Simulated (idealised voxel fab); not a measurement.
Proc. module: voxel capacitor over wiring
We display cut, a cross-section 235 nm in width whose square cells are each 5 nm.
This document writes a cross-section as a grid whose cells are square, and gives it as bands, listed from the top down; one or more rows of cells form a band. Top height, bottom height, nm. Materials left to right, width each, nm. Single material + "full width" = fills band edge to edge. "empty" = empty. Height is counted from the level 0, under which the received wafer is composed throughout of one material. The lowest of the bands is not closed at the bottom but continues downward, in the notation "z 0 and below". With a width like "30..40", each row of cells in the band differs from the next by the same amount, the top row carrying the first number and the bottom row the second. The designation "everything unchanged", where it is given for a processing step, indicates that no cell of the cross-section was altered in the course of that step. In the "Enclosed void listing" entry, you get each enclosed empty space of 8 cells or more, one with no open way to the top, written width x height at distance, distance from the left edge, in nm. Whatever follows a step's settings on its line is a remark the simulator itself makes about that step. You can add "overlay nm" to a step's line. For a step with a mask, it describes how far the mask lay to the right of its planned position, and a negative number describes a lay to the left.
## Here's what the planned process steps look like
1) op RECEIVE | material Si
2) op CONFORMAL_DEP | material SiO2 | thk nm 15
3) op DIRECTIONAL_DEP | material TiN | thk nm 5
4) op DIRECTIONAL_DEP | material W | thk nm 20
5) op MASKED_ETCH | tone cover | mask id METAL_1 | width nm 25 | pitch nm 95 | etch materials W | depth nm 20 | overlay nm 0
6) op MASKED_ETCH | tone cover | mask id METAL_1 | width nm 25 | pitch nm 95 | etch materials TiN | depth nm 5 | overlay nm 0
7) op CONFORMAL_DEP | material SiN | thk nm 5
8) op FILL_DEP | material lowk | thk nm 5
9) op CMP | height nm 40
10) op CONFORMAL_DEP | material SiCN | thk nm 5
11) op DIRECTIONAL_DEP | material SiO2 | thk nm 20
12) op MASKED_ETCH | tone open | mask id PLUG_1 | width nm 15 | etch materials SiO2 | depth nm 20 | overlay nm 0
13) op MASKED_ETCH | tone open | mask id PLUG_1 | width nm 15 | etch materials SiCN | depth nm 5 | overlay nm 0
14) op EPI | material Ru | thk nm 10
15) op EPI | material Ru | thk nm 10
16) op EPI | material Ru | thk nm 5
17) op DIRECTIONAL_DEP | material TiN | thk nm 10
18) op DIRECTIONAL_DEP | material Al2O3 | thk nm 5
19) op DIRECTIONAL_DEP | material TiN | thk nm 10
20) op DIRECTIONAL_DEP | material aC | thk nm 15
21) op PATTERN | tone cover | mask id UPPER_PLATE | material resist | width nm 75 | thk nm 35 | overlay nm 0
22) op DIRECTIONAL_ETCH | etch materials aC | depth nm 15
23) op STRIP | etch materials resist
24) op DIRECTIONAL_ETCH | etch materials TiN | depth nm 10
25) op DIRECTIONAL_ETCH | etch materials Al2O3 | depth nm 5
26) op STRIP | etch materials aC
27) op MASKED_ETCH | tone cover | mask id LOWER_PLATE | width nm 85 | etch materials TiN | depth nm 10 | overlay nm 0
28) op FILL_DEP | material SiO2 | thk nm 15
29) op CMP | height nm 100
30) op DIRECTIONAL_DEP | material aC | thk nm 10
31) op PATTERN | tone open | mask id PLUG_2 | material resist | width nm 15 | thk nm 25 | overlay nm 0
32) op DIRECTIONAL_ETCH | etch materials aC | depth nm 10
33) op STRIP | etch materials resist
34) op DIRECTIONAL_ETCH | etch materials SiO2 | depth nm 10
35) op STRIP | etch materials aC
36) op CONFORMAL_DEP | material TiN | thk nm 5
37) op FILL_DEP | material Ru | thk nm 10
38) op CMP | height nm 100
39) op CONFORMAL_DEP | material SiN | thk nm 5
## Wafer at receipt (post step 1), cross-section
	z 0 and below: Si full width
	Enclosed void listing: none
## One mistake in running the module, otherwise start and plan as above: cross-section at the end
	z 105 to 100: SiN full width
	z 100 to 95: 75 of SiO2 | 5 of TiN | 5 of Ru | 5 of TiN | 145 of SiO2
	z 95 to 90: 75 of SiO2 | 15 of TiN | 145 of SiO2
	z 90 to 80: 65 of SiO2 | 75 of TiN | 95 of SiO2
	z 80 to 75: 65 of SiO2 | 75 of Al2O3 | 95 of SiO2
	z 75 to 65: 60 of SiO2 | 85 of TiN | 90 of SiO2
	z 65 to 45: 65 of SiO2 | 15 of Ru | 155 of SiO2
	z 45 to 40: 65 of SiCN | 15 of Ru | 155 of SiCN
	z 40 to 35: 55 of SiN | 25 of TiN | 70 of SiN | 25 of TiN | 60 of SiN
	z 35 to 15: W full width
	z 15 to 0: SiO2 full width
	z 0 and below: Si full width
	Enclosed void listing: none
Against the plan, the run slipped here: so 3 and 4 got swapped relative to the plan, each ran where the other was supposed to
